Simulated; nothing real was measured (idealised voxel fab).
This section sets out a process module, namely voxel lift off.
This is section cut - it's 290 nm across, gridded in 5 nm square cells.
For the purposes of this document, a cross-section shall be understood as a grid of square cells, specified as bands listed in top-to-bottom order, each band consisting of one or more rows of cells. First you get the band's top height and its bottom height, in nm, and then the materials it's made of, left to right, with each width in nm. If you see a single material with "edge to edge", that one covers the band edge to edge. "blank" is empty space. Measure heights from 0. That's the level where, below it, the as-received wafer is all one material. The lowest band is bottomless and extends downward; write it as in "0 and below". When a width is written as two numbers, as in "30->40", the first number is the width in the top row of cells of the band and the second is the width in its bottom row, and the width changes by the same amount from each row to the next. Step marked "identical to before"? Then no cell in the cross-section changed in it. Heads up: "Closed internal voids" only lists the empty pockets with no open path to the top that are 8 cells or more, and it writes them as width x height at distance, distance from the left edge, in nm. If you see something after the settings on a step's line, that's the simulator's own remark about that step. overlay nm: where the mask lay relative to plan, measured to the right, on steps with a mask; negatives go left.

[Process steps - plan]
1: RECEIVE, material Si
2: CONFORMAL_DEP, material SiN, thk nm 15
3: PATTERN, tone open, mask id LINES, material resist, width nm 15, pitch nm 35, thk nm 15, overlay nm 0
4: DIRECTIONAL_DEP, material Ru, thk nm 5
5: STRIP, etch materials resist
6: CONFORMAL_DEP, material SiCN, thk nm 10

[What follows covers the first of two wafers; it ran as planned]

[Cross-section: wafer on arrival = after step 1]
	0 and below | Si edge to edge
	Closed internal voids: none

[after step 2]
	15 down to 0 | SiN edge to edge
	Everything under 0 stays put, no change at all.

[after step 3]
	30 down to 15 | 85 of resist, then 15 of blank, then 20 of resist, then 15 of blank, then 20 of resist, then 15 of blank, then 20 of resist, then 15 of blank, then 85 of resist
	Everything under 15 stays put, no change at all.

[after step 4]
	35 down to 30 | 85 of Ru, then 15 of blank, then 20 of Ru, then 15 of blank, then 20 of Ru, then 15 of blank, then 20 of Ru, then 15 of blank, then 85 of Ru
	30 down to 20 | 85 of resist, then 15 of blank, then 20 of resist, then 15 of blank, then 20 of resist, then 15 of blank, then 20 of resist, then 15 of blank, then 85 of resist
	20 down to 15 | 85 of resist, then 15 of Ru, then 20 of resist, then 15 of Ru, then 20 of resist, then 15 of Ru, then 20 of resist, then 15 of Ru, then 85 of resist
	Everything under 15 stays put, no change at all.

[after step 5]
	20 down to 15 | 85 of blank, then 15 of Ru, then 20 of blank, then 15 of Ru, then 20 of blank, then 15 of Ru, then 20 of blank, then 15 of Ru, then 85 of blank
	Everything under 15 stays put, no change at all.

[after step 6]
	30 down to 25 | 75 of blank, then 140 of SiCN, then 75 of blank
	25 down to 20 | SiCN edge to edge
	20 down to 15 | 85 of SiCN, then 15 of Ru, then 20 of SiCN, then 15 of Ru, then 20 of SiCN, then 15 of Ru, then 20 of SiCN, then 15 of Ru, then 85 of SiCN
	Everything under 15 stays put, no change at all.

[Wafer two. Same start, same plan, one slip in execution. Same as wafer one through step 1, inclusive]

[Second wafer: cross-section at the scheduled end of step 2]
	15 down to 0 | SiCN edge to edge
	Everything under 0 stays put, no change at all.

[Second wafer: cross-section at the scheduled end of step 3]
	30 down to 15 | 85 of resist, then 15 of blank, then 20 of resist, then 15 of blank, then 20 of resist, then 15 of blank, then 20 of resist, then 15 of blank, then 85 of resist
	Everything under 15 stays put, no change at all.

[Second wafer: cross-section at the scheduled end of step 4]
	35 down to 30 | 85 of Ru, then 15 of blank, then 20 of Ru, then 15 of blank, then 20 of Ru, then 15 of blank, then 20 of Ru, then 15 of blank, then 85 of Ru
	30 down to 20 | 85 of resist, then 15 of blank, then 20 of resist, then 15 of blank, then 20 of resist, then 15 of blank, then 20 of resist, then 15 of blank, then 85 of resist
	20 down to 15 | 85 of resist, then 15 of Ru, then 20 of resist, then 15 of Ru, then 20 of resist, then 15 of Ru, then 20 of resist, then 15 of Ru, then 85 of resist
	Everything under 15 stays put, no change at all.

[Second wafer: cross-section at the scheduled end of step 5]
	20 down to 15 | 85 of blank, then 15 of Ru, then 20 of blank, then 15 of Ru, then 20 of blank, then 15 of Ru, then 20 of blank, then 15 of Ru, then 85 of blank
	Everything under 15 stays put, no change at all.

[Second wafer: cross-section at the scheduled end of step 6]
	30 down to 25 | 75 of blank, then 140 of SiCN, then 75 of blank
	25 down to 20 | SiCN edge to edge
	20 down to 15 | 85 of SiCN, then 15 of Ru, then 20 of SiCN, then 15 of Ru, then 20 of SiCN, then 15 of Ru, then 20 of SiCN, then 15 of Ru, then 85 of SiCN
	Everything under 15 stays put, no change at all.
What was done differently from what was planned? the process deviated at step 2: the operation and settings actually run there were CONFORMAL_DEP, material SiCN, thk nm 15
Materials where the second wafer ends with more or fewer cells than the first: 174 more of SiCN | 174 fewer of SiN
